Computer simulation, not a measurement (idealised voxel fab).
voxel fin reveal: a process module
The cross-section shown here is cut; it is 210 nm wide and divided into square cells measuring 5 nm on a side.
Square cells in a grid make up a cross-section in this document, and the grid is given as bands, listed from the top down, each one or more rows of cells.
Top, bottom (nm), then materials left to right with widths (nm); lone material tagged "throughout" fills the whole band edge to edge; "empty" = empty space.
Note: height 0 marks the level under which the wafer is uniformly one material as received. Lowest band unbounded below, written "0..down".
The width entry "30..40" should be interpreted row by row: the top row of cells in the band takes the first number, the bottom row takes the second number, and the change between adjacent rows is uniform throughout.
Where the words "same as before" appear for a step, the cross-section shows no cell changed by that step; every cell remained as before.
Enclosed voids (no open way to top), threshold 8 cells or more, entry "Enclosed void inventory", notation width x height at distance, distance from left edge, nm.
Read whatever lies past the settings on a step's line as the simulator's own remark about the step.
The optional step-line setting "overlay nm" applies to steps with a mask and quantifies how far to the right of its planned location the mask lay, a negative value indicating leftward placement.

-- Below is the list of planned process steps
1 RECEIVE [material Si]
2 CONFORMAL_DEP [material SiN] [thk nm 10]
3 PATTERN [tone cover] [mask id FINS] [material resist] [width nm 15] [pitch nm 40] [thk nm 20] [overlay nm 0]
4 DIRECTIONAL_ETCH [etch materials SiN] [depth nm 10]
5 DIRECTIONAL_ETCH [etch materials Si] [depth nm 40]
6 STRIP [etch materials resist]
7 OXIDIZE [depth nm 5]
8 FILL_DEP [material SiO2] [thk nm 5]
9 CMP [height nm 10]
10 SELECTIVE_ETCH [etch materials SiO2] [depth nm 20]
11 STRIP [etch materials SiN]
12 CONFORMAL_DEP [material HfO2] [thk nm 5]

-- This is the cross-section of the wafer as we received it, i.e. after step 1
- 0..down = Si throughout
- Enclosed void inventory: none

-- The first of the two wafers as seen in cross-section once the module was finished; processing followed the plan
- 5..0 = empty 55 nm, then HfO2 15 nm, then empty 25 nm, then HfO2 15 nm, then empty 25 nm, then HfO2 15 nm, then empty 60 nm
- 0..-5 = empty 55 nm, then HfO2 5 nm, then Si 5 nm, then HfO2 5 nm, then empty 25 nm, then HfO2 5 nm, then Si 5 nm, then HfO2 5 nm, then empty 25 nm, then HfO2 5 nm, then Si 5 nm, then HfO2 5 nm, then empty 60 nm
- -5..-10 = HfO2 60 nm, then Si 5 nm, then HfO2 35 nm, then Si 5 nm, then HfO2 35 nm, then Si 5 nm, then HfO2 65 nm
- -10..-45 = SiO2 60 nm, then Si 5 nm, then SiO2 35 nm, then Si 5 nm, then SiO2 35 nm, then Si 5 nm, then SiO2 65 nm
- -45..down = Si throughout
- Enclosed void inventory: none

-- This is the second of the two wafers, cross-sectioned at the end of the module; it started exactly like the first and was given the same plan, but it was run with one mistake
- 5..0 = HfO2 throughout
- 0..-45 = SiO2 60 nm, then Si 5 nm, then SiO2 35 nm, then Si 5 nm, then SiO2 35 nm, then Si 5 nm, then SiO2 65 nm
- -45..down = Si throughout
- Enclosed void inventory: none
The mistake made against the process plan was this: step 10 ran with different settings than intended, the actual operation and settings being SELECTIVE_ETCH [etch materials SiO2] [depth nm 10]
Counted in cells at the end, the second wafer holds more or fewer of these materials than the first: HfO2: 12 fewer; SiO2: 78 more
